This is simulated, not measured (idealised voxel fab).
The name of this process module is voxel capacitor over wiring.
Square cell edge 5 nm, section width 140 nm, ID cut.
In what follows, cross-sections appear as grids of square cells, described through bands that run from the top down, where every band is one or more rows of cells.
Read a band's entry like this: the first values are the height of its top and the height of its bottom in nm, and what follows is the sequence of materials from left to right, each with its width in nm. Note that "air" is empty space, and that a single material marked "all across" reaches across the band from edge to edge.
A quick word on heights: they are counted from 0, and under that level the wafer as it came to us is one material throughout. The lowest band is different from the rest in having no bottom; it simply continues downward, written as in "0 -> down".
When a width is written as two numbers, as in "30 to 40", the first number is the width in the top row of cells of the band and the second is the width in its bottom row, and the width changes by the same amount from each row to the next.
"no alterations made" (step): cross-section cells unchanged, all of them.
"Sealed-off cavities" specifies each empty space that is not open to the top and that occupies no fewer than 8 cells, using the form width x height at distance, the distance measured from the left edge and all three quantities in nm.
Note: text after step settings on the step line = simulator remark on that step.
overlay nm: for a step with a mask, the amount by which the mask lay right of where it was planned; a negative amount means left of it.
Below you will find pairs of cross-sections. In each, one shows the wafer before one process step and the other after it, with the after view ending at the lowest band that changed. Under each pair is the step separating them, along with its settings. Do not assume the pairs form a chain: they can come from different runs of this module on the same starting wafer, and a pair continues from the pair above it only when its "Pre-step section" entry says so.
Pre-step section:
  45 -> 35: W all across
  35 -> 30: 10 nm W, 35 nm TiN, 45 nm W, 35 nm TiN, 15 nm W
  30 -> 15: 10 nm W, 5 nm TiN, 25 nm SiO2, 5 nm TiN, 45 nm W, 5 nm TiN, 25 nm SiO2, 5 nm TiN, 15 nm W
  15 -> 10: 15 nm TiN, 25 nm SiN, 55 nm TiN, 25 nm SiN, 20 nm TiN
  10 -> 0: SiO2 all across
  0 -> down: Si all across
  Sealed-off cavities: none
Resultant Cross-Section:
  30 -> 15: 10 nm W, 5 nm TiN, 25 nm SiO2, 5 nm TiN, 45 nm W, 5 nm TiN, 25 nm SiO2, 5 nm TiN, 15 nm W
  Under 15: no change, same as before.
  Sealed-off cavities: none
Step between the pre-process and post-process cross-sections given above: op CMP | height nm 30
Pre-step section: per the after cross-section of the pair just above.
Resultant Cross-Section:
  35 -> 30: 20 nm Ru, 15 nm air, 65 nm Ru, 15 nm air, 25 nm Ru
  Under 30: no change, same as before.
  Sealed-off cavities: none
Step between the pre-process and post-process cross-sections given above: op EPI | material Ru | thk nm 5
Pre-step section: per the after cross-section of the pair just above.
Resultant Cross-Section:
  40 -> 35: SiCN all across
  35 -> 30: 20 nm Ru, 15 nm SiCN, 65 nm Ru, 15 nm SiCN, 25 nm Ru
  Under 30: no change, same as before.
  Sealed-off cavities: none
Step between the pre-process and post-process cross-sections given above: op FILL_DEP | material SiCN | thk nm 5
Pre-step section: per the after cross-section of the pair just above.
Resultant Cross-Section:
  60 -> 40: SiO2 all across
  Under 40: no change, same as before.
  Sealed-off cavities: none
Step between the pre-process and post-process cross-sections given above: op DIRECTIONAL_DEP | material SiO2 | thk nm 20
Pre-step section: per the after cross-section of the pair just above.
Resultant Cross-Section:
  75 -> 60: aC all across
  Under 60: no change, same as before.
  Sealed-off cavities: none
Step between the pre-process and post-process cross-sections given above: op DIRECTIONAL_DEP | material aC | thk nm 15
Pre-step section: per the after cross-section of the pair just above.
Resultant Cross-Section:
  105 -> 75: 25 nm resist, 15 nm air, 100 nm resist
  Under 75: no change, same as before.
  Sealed-off cavities: none
Step between the pre-process and post-process cross-sections given above: op PATTERN | tone open | mask id PLUG_1 | material resist | width nm 15 | thk nm 30 | overlay nm 0
Pre-step section: per the after cross-section of the pair just above.
Resultant Cross-Section:
  90 -> 75: 25 nm resist, 15 nm air, 100 nm resist
  75 -> 60: 25 nm aC, 15 nm air, 100 nm aC
  Under 60: no change, same as before.
  Sealed-off cavities: none
Step between the pre-process and post-process cross-sections given above: op DIRECTIONAL_ETCH | etch materials aC | depth nm 15
Pre-step section: per the after cross-section of the pair just above.
Resultant Cross-Section:
  75 -> 60: 25 nm aC, 15 nm air, 100 nm aC
  Under 60: no change, same as before.
  Sealed-off cavities: none
Step between the pre-process and post-process cross-sections given above: op STRIP | etch materials resist
Pre-step section: per the after cross-section of the pair just above.
Resultant Cross-Section:
  75 -> 60: 25 nm aC, 15 nm air, 100 nm aC
  60 -> 40: 25 nm SiO2, 15 nm air, 100 nm SiO2
  Under 40: no change, same as before.
  Sealed-off cavities: none
Step between the pre-process and post-process cross-sections given above: op DIRECTIONAL_ETCH | etch materials SiO2 | depth nm 20
Pre-step section: per the after cross-section of the pair just above.
Resultant Cross-Section:
  75 -> 60: 25 nm aC, 15 nm air, 100 nm aC
  60 -> 40: 25 nm SiO2, 15 nm air, 100 nm SiO2
  40 -> 35: 25 nm SiCN, 15 nm air, 100 nm SiCN
  Under 35: no change, same as before.
  Sealed-off cavities: none
Step between the pre-process and post-process cross-sections given above: op DIRECTIONAL_ETCH | etch materials SiCN | depth nm 5
Pre-step section: per the after cross-section of the pair just above.
Resultant Cross-Section:
  60 -> 40: 25 nm SiO2, 15 nm air, 100 nm SiO2
  Under 40: no change, same as before.
  Sealed-off cavities: none
Step between the pre-process and post-process cross-sections given above: op STRIP | etch materials aC
Pre-step section: per the after cross-section of the pair just above.
Resultant Cross-Section:
  60 -> 45: 25 nm SiO2, 15 nm air, 100 nm SiO2
  45 -> 40: 25 nm SiO2, 15 nm Ru, 100 nm SiO2
  40 -> 35: 25 nm SiCN, 15 nm Ru, 100 nm SiCN
  Under 35: no change, same as before.
  Sealed-off cavities: none
Step between the pre-process and post-process cross-sections given above: op EPI | material Ru | thk nm 10
Pre-step section: per the after cross-section of the pair just above.
Resultant Cross-Section:
  60 -> 55: 25 nm SiO2, 15 nm air, 100 nm SiO2
  55 -> 40: 25 nm SiO2, 15 nm Ru, 100 nm SiO2
  Under 40: no change, same as before.
  Sealed-off cavities: none
Step between the pre-process and post-process cross-sections given above: op EPI | material Ru | thk nm 10
Pre-step section: per the after cross-section of the pair just above.
Resultant Cross-Section:
  60 -> 40: 25 nm SiO2, 15 nm Ru, 100 nm SiO2
  Under 40: no change, same as before.
  Sealed-off cavities: none
Step between the pre-process and post-process cross-sections given above: op EPI | material Ru | thk nm 5
Pre-step section: per the after cross-section of the pair just above.
Resultant Cross-Section:
  70 -> 60: TiN all across
  Under 60: no change, same as before.
  Sealed-off cavities: none
Step between the pre-process and post-process cross-sections given above: op DIRECTIONAL_DEP | material TiN | thk nm 10
Pre-step section: per the after cross-section of the pair just above.
Resultant Cross-Section:
  75 -> 70: SiN all across
  Under 70: no change, same as before.
  Sealed-off cavities: none
Step between the pre-process and post-process cross-sections given above: op DIRECTIONAL_DEP | material SiN | thk nm 5
Pre-step section: per the after cross-section of the pair just above.
Resultant Cross-Section:
  85 -> 75: TiN all across
  Under 75: no change, same as before.
  Sealed-off cavities: none
Step between the pre-process and post-process cross-sections given above: op DIRECTIONAL_DEP | material TiN | thk nm 10
Pre-step section: per the after cross-section of the pair just above.
Resultant Cross-Section:
  100 -> 85: aC all across
  Under 85: no change, same as before.
  Sealed-off cavities: none
Step between the pre-process and post-process cross-sections given above: op DIRECTIONAL_DEP | material aC | thk nm 15
Pre-step section: per the after cross-section of the pair just above.
Resultant Cross-Section:
  135 -> 100: 25 nm air, 60 nm resist, 55 nm air
  Under 100: no change, same as before.
  Sealed-off cavities: none
Step between the pre-process and post-process cross-sections given above: op PATTERN | tone cover | mask id UPPER_PLATE | material resist | width nm 60 | thk nm 35 | overlay nm 0
Pre-step section: per the after cross-section of the pair just above.
Resultant Cross-Section:
  120 -> 100: 25 nm air, 60 nm resist, 55 nm air
  100 -> 85: 25 nm air, 60 nm aC, 55 nm air
  Under 85: no change, same as before.
  Sealed-off cavities: none
Step between the pre-process and post-process cross-sections given above: op DIRECTIONAL_ETCH | etch materials aC | depth nm 15
Pre-step section: per the after cross-section of the pair just above.
Resultant Cross-Section:
  100 -> 85: 25 nm air, 60 nm aC, 55 nm air
  Under 85: no change, same as before.
  Sealed-off cavities: none
Step between the pre-process and post-process cross-sections given above: op STRIP | etch materials resist
Pre-step section: per the after cross-section of the pair just above.
Resultant Cross-Section:
  100 -> 85: 25 nm air, 60 nm aC, 55 nm air
  85 -> 75: 25 nm air, 60 nm TiN, 55 nm air
  Under 75: no change, same as before.
  Sealed-off cavities: none
Step between the pre-process and post-process cross-sections given above: op DIRECTIONAL_ETCH | etch materials TiN | depth nm 10
Pre-step section: per the after cross-section of the pair just above.
Resultant Cross-Section:
  100 -> 85: 25 nm air, 60 nm aC, 55 nm air
  85 -> 75: 25 nm air, 60 nm TiN, 55 nm air
  75 -> 70: 25 nm air, 60 nm SiN, 55 nm air
  Under 70: no change, same as before.
  Sealed-off cavities: none
Step between the pre-process and post-process cross-sections given above: op DIRECTIONAL_ETCH | etch materials SiN | depth nm 5
Pre-step section: per the after cross-section of the pair just above.
Resultant Cross-Section:
  85 -> 75: 25 nm air, 60 nm TiN, 55 nm air
  Under 75: no change, same as before.
  Sealed-off cavities: none
Step between the pre-process and post-process cross-sections given above: op STRIP | etch materials aC
Pre-step section: per the after cross-section of the pair just above.
Resultant Cross-Section:
  100 -> 85: 25 nm air, 60 nm aC, 55 nm air
  85 -> 75: 25 nm aC, 60 nm TiN, 55 nm aC
  75 -> 70: 25 nm aC, 60 nm SiN, 55 nm aC
  Under 70: no change, same as before.
  Sealed-off cavities: none
Step between the pre-process and post-process cross-sections given above: op DIRECTIONAL_DEP | material aC | thk nm 15
Pre-step section: per the after cross-section of the pair just above.
Resultant Cross-Section:
  130 -> 100: 20 nm air, 70 nm resist, 50 nm air
  100 -> 85: 20 nm air, 5 nm resist, 60 nm aC, 5 nm resist, 50 nm air
  Under 85: no change, same as before.
  Sealed-off cavities: none
Step between the pre-process and post-process cross-sections given above: op PATTERN | tone cover | mask id LOWER_PLATE | material resist | width nm 70 | thk nm 30 | overlay nm 0
Pre-step section: per the after cross-section of the pair just above.
Resultant Cross-Section:
  115 -> 100: 20 nm air, 70 nm resist, 50 nm air
  100 -> 85: 20 nm air, 5 nm resist, 60 nm aC, 5 nm resist, 50 nm air
  85 -> 75: 20 nm air, 5 nm aC, 60 nm TiN, 5 nm aC, 50 nm air
  75 -> 70: 20 nm air, 5 nm aC, 60 nm SiN, 5 nm aC, 50 nm air
  Under 70: no change, same as before.
  Sealed-off cavities: none
Step between the pre-process and post-process cross-sections given above: op DIRECTIONAL_ETCH | etch materials aC | depth nm 15
Pre-step section: per the after cross-section of the pair just above.
Resultant Cross-Section:
  100 -> 85: 25 nm air, 60 nm aC, 55 nm air
  Under 85: no change, same as before.
  Sealed-off cavities: none
Step between the pre-process and post-process cross-sections given above: op STRIP | etch materials resist
Pre-step section: per the after cross-section of the pair just above.
Resultant Cross-Section:
  100 -> 85: 25 nm air, 60 nm aC, 55 nm air
  85 -> 75: 20 nm air, 5 nm aC, 60 nm TiN, 5 nm aC, 50 nm air
  75 -> 70: 20 nm air, 5 nm aC, 60 nm SiN, 5 nm aC, 50 nm air
  70 -> 60: 20 nm air, 70 nm TiN, 50 nm air
  Under 60: no change, same as before.
  Sealed-off cavities: none
Step between the pre-process and post-process cross-sections given above: op DIRECTIONAL_ETCH | etch materials TiN | depth nm 10
Pre-step section: per the after cross-section of the pair just above.
Resultant Cross-Section:
  85 -> 75: 25 nm air, 60 nm TiN, 55 nm air
  75 -> 70: 25 nm air, 60 nm SiN, 55 nm air
  Under 70: no change, same as before.
  Sealed-off cavities: none
Step between the pre-process and post-process cross-sections given above: op STRIP | etch materials aC
Pre-step section: per the after cross-section of the pair just above.
Resultant Cross-Section:
  100 -> 85: SiO2 all across
  85 -> 75: 25 nm SiO2, 60 nm TiN, 55 nm SiO2
  75 -> 70: 25 nm SiO2, 60 nm SiN, 55 nm SiO2
  70 -> 60: 20 nm SiO2, 70 nm TiN, 50 nm SiO2
  Under 60: no change, same as before.
  Sealed-off cavities: none
Step between the pre-process and post-process cross-sections given above: op FILL_DEP | material SiO2 | thk nm 15
Pre-step section: per the after cross-section of the pair just above.
Resultant Cross-Section:
  95 -> 85: SiO2 all across
  Under 85: no change, same as before.
  Sealed-off cavities: none
Step between the pre-process and post-process cross-sections given above: op CMP | height nm 95
Pre-step section: per the after cross-section of the pair just above.
Resultant Cross-Section:
  110 -> 95: aC all across
  Under 95: no change, same as before.
  Sealed-off cavities: none
Step between the pre-process and post-process cross-sections given above: op DIRECTIONAL_DEP | material aC | thk nm 15
Pre-step section: per the after cross-section of the pair just above.
Resultant Cross-Section:
  145 -> 110: 35 nm resist, 15 nm air, 90 nm resist
  Under 110: no change, same as before.
  Sealed-off cavities: none
Step between the pre-process and post-process cross-sections given above: op PATTERN | tone open | mask id PLUG_2 | material resist | width nm 15 | thk nm 35 | overlay nm 0
Pre-step section: per the after cross-section of the pair just above.
Resultant Cross-Section:
  130 -> 110: 35 nm resist, 15 nm air, 90 nm resist
  110 -> 95: 35 nm aC, 15 nm air, 90 nm aC
  Under 95: no change, same as before.
  Sealed-off cavities: none
Step between the pre-process and post-process cross-sections given above: op DIRECTIONAL_ETCH | etch materials aC | depth nm 15
Pre-step section: per the after cross-section of the pair just above.
Resultant Cross-Section:
  110 -> 95: 35 nm aC, 15 nm air, 90 nm aC
  Under 95: no change, same as before.
  Sealed-off cavities: none
Step between the pre-process and post-process cross-sections given above: op STRIP | etch materials resist
Pre-step section: per the after cross-section of the pair just above.
Resultant Cross-Section:
  110 -> 95: 35 nm aC, 15 nm air, 90 nm aC
  95 -> 85: 35 nm SiO2, 15 nm air, 90 nm SiO2
  Under 85: no change, same as before.
  Sealed-off cavities: none
Step between the pre-process and post-process cross-sections given above: op DIRECTIONAL_ETCH | etch materials SiO2 | depth nm 10
Pre-step section: per the after cross-section of the pair just above.
Resultant Cross-Section:
  95 -> 85: 35 nm SiO2, 15 nm air, 90 nm SiO2
  Under 85: no change, same as before.
  Sealed-off cavities: none
Step between the pre-process and post-process cross-sections given above: op STRIP | etch materials aC
Pre-step section: per the after cross-section of the pair just above.
Resultant Cross-Section:
  100 -> 95: 40 nm TiN, 5 nm air, 95 nm TiN
  95 -> 90: 35 nm SiO2, 5 nm TiN, 5 nm air, 5 nm TiN, 90 nm SiO2
  90 -> 85: 35 nm SiO2, 15 nm TiN, 90 nm SiO2
  Under 85: no change, same as before.
  Sealed-off cavities: none
Step between the pre-process and post-process cross-sections given above: op CONFORMAL_DEP | material TiN | thk nm 5
Pre-step section: per the after cross-section of the pair just above.
Resultant Cross-Section:
  105 -> 100: Cu all across
  100 -> 95: 40 nm TiN, 5 nm Cu, 95 nm TiN
  95 -> 90: 35 nm SiO2, 5 nm TiN, 5 nm Cu, 5 nm TiN, 90 nm SiO2
  Under 90: no change, same as before.
  Sealed-off cavities: none
Step between the pre-process and post-process cross-sections given above: op FILL_DEP | material Cu | thk nm 5
Pre-step section: per the after cross-section of the pair just above.
Resultant Cross-Section:
  95 -> 90: 35 nm SiO2, 5 nm TiN, 5 nm Cu, 5 nm TiN, 90 nm SiO2
  Under 90: no change, same as before.
  Sealed-off cavities: none
Step between the pre-process and post-process cross-sections given above: op CMP | height nm 95
Pre-step section: per the after cross-section of the pair just above.
Resultant Cross-Section:
  100 -> 95: SiCN all across
  Under 95: no change, same as before.
  Sealed-off cavities: none
Step between the pre-process and post-process cross-sections given above: op CONFORMAL_DEP | material SiCN | thk nm 5
